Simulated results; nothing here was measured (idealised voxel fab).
Process module under the name voxel plated lines
It is cross-section cut that appears here, measuring 245 nm in width, its square cells being 5 nm in size.
Just so we're on the same page, the cross-sections are grids of square cells, and they're listed out in bands top to bottom, each band one or more rows deep. Look at the band entry: it leads with the top's height and the bottom's height in nm. Then it lists the materials left to right, with a width in nm for each. The word "edge to edge" on a single material says that material fills the band edge to edge. The word "empty" is empty space. A quick word on heights: they are counted from 0, and under that level the wafer as it came to us is one material throughout. The lowest band is different from the rest in having no bottom; it simply continues downward, written as in "0 nm and below". Width spec "30..40" -> top row of cells at first value, bottom row at second value, equal per-row change in between. Step marked "nothing altered"? Then no cell in the cross-section changed in it. The list in "Enclosed internal voids" covers empty spaces of 8 cells or more that cannot reach the top through any open way, and it gives each as width x height at distance; the distance is from the left edge, and width, height and distance are in nm. It should be noted that, on the line of a given step, the content following the step's settings is a remark produced by the simulator itself with respect to that step. overlay nm, on a step with a mask: how far to the right of its planned place the mask lay; to the left if negative.
**The steps planned for the process are as follows**
1) RECEIVE (material Si)
2) CONFORMAL_DEP (material SiO2; thk nm 10)
3) DIRECTIONAL_DEP (material TiN; thk nm 5)
4) PATTERN (tone open; mask id LINES; material resist; width nm 15; pitch nm 35; thk nm 25; overlay nm 0)
5) EPI (material Ru; thk nm 5)
6) EPI (material Ru; thk nm 10)
7) STRIP (etch materials resist)
8) DIRECTIONAL_ETCH (etch materials TiN; depth nm 5)
9) CONFORMAL_DEP (material SiCN; thk nm 5)
**Cross-section of the wafer as it came to us, i.e., already through step 1**
0 nm and below | Si edge to edge
Enclosed internal voids: none
**Result of the module, cross-sectioned: start per above, plan per above, one error in how it was run**
35 nm to 30 nm | empty: 90; SiCN: 25; empty: 10; SiCN: 25; empty: 95
30 nm to 15 nm | empty: 90; SiCN: 5; Ru: 15; SiCN: 5; empty: 10; SiCN: 5; Ru: 15; SiCN: 5; empty: 95
15 nm to 10 nm | SiCN: 95; TiN: 15; SiCN: 20; TiN: 15; SiCN: 100
10 nm to 0 nm | Ru edge to edge
0 nm and below | Si edge to edge
Enclosed internal voids: none
The mistake made against the process plan was this: for step 2, the planned setting was not used; the step was instead run as CONFORMAL_DEP (material Ru; thk nm 10)
